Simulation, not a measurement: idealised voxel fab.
process module | voxel double patterning
cross-section cut | 260 nm wide | cells 5 nm
A cross-section is a grid of square cells, given in bands from the top down. A band is one or more rows of cells.
Each band's line starts with the height of the band's top and of its bottom, in nm. Then come its materials from left to right, each with its width in nm. One material with "throughout" fills the band from edge to edge. "air" is empty space.
Height 0 is the level under which the wafer as received is all one material. The lowest band goes on downwards, as in "0 down".
A width such as "30 to 40" changes by the same amount from each row of cells to the next, from the band's top row to its bottom row.
"no change" after a step means that no cell of the cross-section changed.
closed voids: empty space of 8 cells or more with no open way to the top, each as width x height at its distance from the left edge, in nm
after a step's settings: what the simulator itself notes on the step
overlay nm, on a step with a mask: how far to the right of its planned place the mask lay; to the left if negative
plan
1 op RECEIVE | material Si
2 op CONFORMAL_DEP | material SiO2 | thk nm 5
3 op DIRECTIONAL_DEP | material TiN | thk nm 10
4 op DIRECTIONAL_DEP | material SiCN | thk nm 10
5 op DIRECTIONAL_DEP | material aC | thk nm 10
6 op PATTERN | tone open | mask id FIRST | material resist | width nm 15 | pitch nm 50 | thk nm 30 | overlay nm 0
7 op DIRECTIONAL_ETCH | etch materials aC | depth nm 10
8 op STRIP | etch materials resist
9 op DIRECTIONAL_ETCH | etch materials SiCN | depth nm 10
10 op STRIP | etch materials aC
11 op PATTERN | tone open | mask id SECOND | material resist | width nm 15 | thk nm 15 | overlay nm 0
12 op DIRECTIONAL_ETCH | etch materials SiCN | depth nm 10
13 op STRIP | etch materials resist
14 op DIRECTIONAL_ETCH | etch materials TiN | depth nm 10
15 op STRIP | etch materials SiCN
as received, after step 1
  0 down: Si throughout
  closed voids: none
a wafer at the end: this start, this plan, one mistake
  35 to 25: SiO2 throughout
  25 to 15: SiCN throughout
  15 to 5: TiN throughout
  5 to 0: SiO2 throughout
  0 down: Si throughout
  closed voids: none
what went wrong: step 5 ran as: op DIRECTIONAL_DEP | material SiO2 | thk nm 10
